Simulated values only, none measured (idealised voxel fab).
Process module, titled voxel lift off
Each square cell in cross-section cut measures 5 nm, and the section as a whole is 195 nm wide.
In what follows, cross-sections appear as grids of square cells, described through bands that run from the top down, where every band is one or more rows of cells.
Top, bottom (nm), then materials left to right with widths (nm); lone material tagged "throughout" fills the whole band edge to edge; "empty" = empty space.
Height datum 0, below which the as-received substrate wafer is one material. Lowest band open at the bottom, running downward: "top 0, no bottom".
Per-row width for "30->40": begins at first number (top row of band), ends at second number (bottom row), increment between rows held constant.
Any step labelled "nothing altered" changed none of the cells in the cross-section.
"Closed void register" specifies each empty space that is not open to the top and that occupies no fewer than 8 cells, using the form width x height at distance, the distance measured from the left edge and all three quantities in nm.
Past the settings on a step's line: simulator remark, on that step.
overlay nm: on a step with a mask, how far right of its planned place the mask lay; negative means left.
Before/after cross-section pairs, one process step each; after shown to lowest changed band; step and settings beneath. Pairs may be from different runs of this module on the same starting wafer; a pair continues from the one above only where its "Before processing step" entry says so.

Before processing step
- top 0, no bottom: Si throughout
- Closed void register: none

Step Result
- top 5, bottom 0: SiN throughout
- Beneath the level 0, the cross-section is identical to its previous state.
- Closed void register: none
What sits between those two cross-sections? CONFORMAL_DEP | material SiN | thk nm 5

Before processing step: same picture as after in the pair right above, so we don't repeat it.

Step Result
- top 20, bottom 5: resist 30 nm / empty 30 nm / resist 20 nm / empty 30 nm / resist 20 nm / empty 30 nm / resist 35 nm
- Beneath the level 5, the cross-section is identical to its previous state.
- Closed void register: none
What sits between those two cross-sections? PATTERN | tone open | mask id LINES | material resist | width nm 30 | pitch nm 50 | thk nm 15 | overlay nm 0

Before processing step: same picture as after in the pair right above, so we don't repeat it.

Step Result
- top 25, bottom 20: Ru 30 nm / empty 30 nm / Ru 20 nm / empty 30 nm / Ru 20 nm / empty 30 nm / Ru 35 nm
- top 20, bottom 10: resist 30 nm / empty 30 nm / resist 20 nm / empty 30 nm / resist 20 nm / empty 30 nm / resist 35 nm
- top 10, bottom 5: resist 30 nm / Ru 30 nm / resist 20 nm / Ru 30 nm / resist 20 nm / Ru 30 nm / resist 35 nm
- Beneath the level 5, the cross-section is identical to its previous state.
- Closed void register: none
What sits between those two cross-sections? DIRECTIONAL_DEP | material Ru | thk nm 5

Before processing step: same picture as after in the pair right above, so we don't repeat it.

Step Result
- top 10, bottom 5: empty 30 nm / Ru 30 nm / empty 20 nm / Ru 30 nm / empty 20 nm / Ru 30 nm / empty 35 nm
- Beneath the level 5, the cross-section is identical to its previous state.
- Closed void register: none
What sits between those two cross-sections? STRIP | etch materials resist

Before processing step: same picture as after in the pair right above, so we don't repeat it.

Step Result
- top 20, bottom 15: empty 20 nm / SiO2 150 nm / empty 25 nm
- top 15, bottom 10: SiO2 throughout
- top 10, bottom 5: SiO2 30 nm / Ru 30 nm / SiO2 20 nm / Ru 30 nm / SiO2 20 nm / Ru 30 nm / SiO2 35 nm
- Beneath the level 5, the cross-section is identical to its previous state.
- Closed void register: none
What sits between those two cross-sections? CONFORMAL_DEP | material SiO2 | thk nm 10

Before processing step
- top 10, bottom 5: empty 30 nm / Ru 30 nm / empty 20 nm / Ru 30 nm / empty 20 nm / Ru 30 nm / empty 35 nm
- top 5, bottom 0: SiN throughout
- top 0, no bottom: Si throughout
- Closed void register: none

Step Result
- top 15, bottom 10: empty 25 nm / SiO2 40 nm / empty 10 nm / SiO2 40 nm / empty 10 nm / SiO2 40 nm / empty 30 nm
- top 10, bottom 5: SiO2 30 nm / Ru 30 nm / SiO2 20 nm / Ru 30 nm / SiO2 20 nm / Ru 30 nm / SiO2 35 nm
- Beneath the level 5, the cross-section is identical to its previous state.
- Closed void register: none
What sits between those two cross-sections? CONFORMAL_DEP | material SiO2 | thk nm 5

Before processing step
- top 5, bottom 0: SiN throughout
- top 0, no bottom: Si throughout
- Closed void register: none

Step Result
- top 20, bottom 5: resist 35 nm / empty 20 nm / resist 30 nm / empty 20 nm / resist 30 nm / empty 20 nm / resist 40 nm
- Beneath the level 5, the cross-section is identical to its previous state.
- Closed void register: none
What sits between those two cross-sections? PATTERN | tone open | mask id LINES | material resist | width nm 20 | pitch nm 50 | thk nm 15 | overlay nm 0

Before processing step: same picture as after in the pair right above, so we don't repeat it.

Step Result
- top 25, bottom 20: Ru 35 nm / empty 20 nm / Ru 30 nm / empty 20 nm / Ru 30 nm / empty 20 nm / Ru 40 nm
- top 20, bottom 10: resist 35 nm / empty 20 nm / resist 30 nm / empty 20 nm / resist 30 nm / empty 20 nm / resist 40 nm
- top 10, bottom 5: resist 35 nm / Ru 20 nm / resist 30 nm / Ru 20 nm / resist 30 nm / Ru 20 nm / resist 40 nm
- Beneath the level 5, the cross-section is identical to its previous state.
- Closed void register: none
What sits between those two cross-sections? DIRECTIONAL_DEP | material Ru | thk nm 5

Before processing step: same picture as after in the pair right above, so we don't repeat it.

Step Result
- top 10, bottom 5: empty 35 nm / Ru 20 nm / empty 30 nm / Ru 20 nm / empty 30 nm / Ru 20 nm / empty 40 nm
- Beneath the level 5, the cross-section is identical to its previous state.
- Closed void register: none
What sits between those two cross-sections? STRIP | etch materials resist

Before processing step: same picture as after in the pair right above, so we don't repeat it.

Step Result
- top 20, bottom 15: empty 25 nm / SiO2 40 nm / empty 10 nm / SiO2 40 nm / empty 10 nm / SiO2 40 nm / empty 30 nm
- top 15, bottom 10: SiO2 throughout
- top 10, bottom 5: SiO2 35 nm / Ru 20 nm / SiO2 30 nm / Ru 20 nm / SiO2 30 nm / Ru 20 nm / SiO2 40 nm
- Beneath the level 5, the cross-section is identical to its previous state.
- Closed void register: none
What sits between those two cross-sections? CONFORMAL_DEP | material SiO2 | thk nm 10

Before processing step
- top 5, bottom 0: SiN throughout
- top 0, no bottom: Si throughout
- Closed void register: none

Step Result
- top 20, bottom 5: resist 35 nm / empty 30 nm / resist 20 nm / empty 30 nm / resist 20 nm / empty 30 nm / resist 30 nm
- Beneath the level 5, the cross-section is identical to its previous state.
- Closed void register: none
What sits between those two cross-sections? PATTERN | tone open | mask id LINES | material resist | width nm 30 | pitch nm 50 | thk nm 15 | overlay nm 5

Before processing step: same picture as after in the pair right above, so we don't repeat it.

Step Result
- top 25, bottom 20: Ru 35 nm / empty 30 nm / Ru 20 nm / empty 30 nm / Ru 20 nm / empty 30 nm / Ru 30 nm
- top 20, bottom 10: resist 35 nm / empty 30 nm / resist 20 nm / empty 30 nm / resist 20 nm / empty 30 nm / resist 30 nm
- top 10, bottom 5: resist 35 nm / Ru 30 nm / resist 20 nm / Ru 30 nm / resist 20 nm / Ru 30 nm / resist 30 nm
- Beneath the level 5, the cross-section is identical to its previous state.
- Closed void register: none
What sits between those two cross-sections? DIRECTIONAL_DEP | material Ru | thk nm 5

Before processing step: same picture as after in the pair right above, so we don't repeat it.

Step Result
- top 10, bottom 5: empty 35 nm / Ru 30 nm / empty 20 nm / Ru 30 nm / empty 20 nm / Ru 30 nm / empty 30 nm
- Beneath the level 5, the cross-section is identical to its previous state.
- Closed void register: none
What sits between those two cross-sections? STRIP | etch materials resist

Before processing step: same picture as after in the pair right above, so we don't repeat it.

Step Result
- top 20, bottom 15: empty 25 nm / SiO2 150 nm / empty 20 nm
- top 15, bottom 10: SiO2 throughout
- top 10, bottom 5: SiO2 35 nm / Ru 30 nm / SiO2 20 nm / Ru 30 nm / SiO2 20 nm / Ru 30 nm / SiO2 30 nm
- Beneath the level 5, the cross-section is identical to its previous state.
- Closed void register: none
What sits between those two cross-sections? CONFORMAL_DEP | material SiO2 | thk nm 10

Before processing step
- top 10, bottom 5: empty 30 nm / Ru 30 nm / empty 20 nm / Ru 30 nm / empty 20 nm / Ru 30 nm / empty 35 nm
- top 5, bottom 0: SiN throughout
- top 0, no bottom: Si throughout
- Closed void register: none

Step Result
- top 20, bottom 15: empty 20 nm / Ru 150 nm / empty 25 nm
- top 15, bottom 5: Ru throughout
- Beneath the level 5, the cross-section is identical to its previous state.
- Closed void register: none
What sits between those two cross-sections? CONFORMAL_DEP | material Ru | thk nm 10

Before processing step
- top 5, bottom 0: SiN throughout
- top 0, no bottom: Si throughout
- Closed void register: none

Step Result
- top 20, bottom 5: empty 30 nm / resist 30 nm / empty 20 nm / resist 30 nm / empty 20 nm / resist 30 nm / empty 35 nm
- Beneath the level 5, the cross-section is identical to its previous state.
- Closed void register: none
What sits between those two cross-sections? PATTERN | tone cover | mask id LINES | material resist | width nm 30 | pitch nm 50 | thk nm 15 | overlay nm 0

Before processing step: same picture as after in the pair right above, so we don't repeat it.

Step Result
- top 25, bottom 20: empty 30 nm / Ru 30 nm / empty 20 nm / Ru 30 nm / empty 20 nm / Ru 30 nm / empty 35 nm
- top 20, bottom 10: empty 30 nm / resist 30 nm / empty 20 nm / resist 30 nm / empty 20 nm / resist 30 nm / empty 35 nm
- top 10, bottom 5: Ru 30 nm / resist 30 nm / Ru 20 nm / resist 30 nm / Ru 20 nm / resist 30 nm / Ru 35 nm
- Beneath the level 5, the cross-section is identical to its previous state.
- Closed void register: none
What sits between those two cross-sections? DIRECTIONAL_DEP | material Ru | thk nm 5

Before processing step: same picture as after in the pair right above, so we don't repeat it.

Step Result
- top 10, bottom 5: Ru 30 nm / empty 30 nm / Ru 20 nm / empty 30 nm / Ru 20 nm / empty 30 nm / Ru 35 nm
- Beneath the level 5, the cross-section is identical to its previous state.
- Closed void register: none
What sits between those two cross-sections? STRIP | etch materials resist

Before processing step: same picture as after in the pair right above, so we don't repeat it.

Step Result
- top 20, bottom 15: SiO2 40 nm / empty 10 nm / SiO2 40 nm / empty 10 nm / SiO2 40 nm / empty 10 nm / SiO2 45 nm
- top 15, bottom 10: SiO2 throughout
- top 10, bottom 5: Ru 30 nm / SiO2 30 nm / Ru 20 nm / SiO2 30 nm / Ru 20 nm / SiO2 30 nm / Ru 35 nm
- Beneath the level 5, the cross-section is identical to its previous state.
- Closed void register: none
What sits between those two cross-sections? CONFORMAL_DEP | material SiO2 | thk nm 10
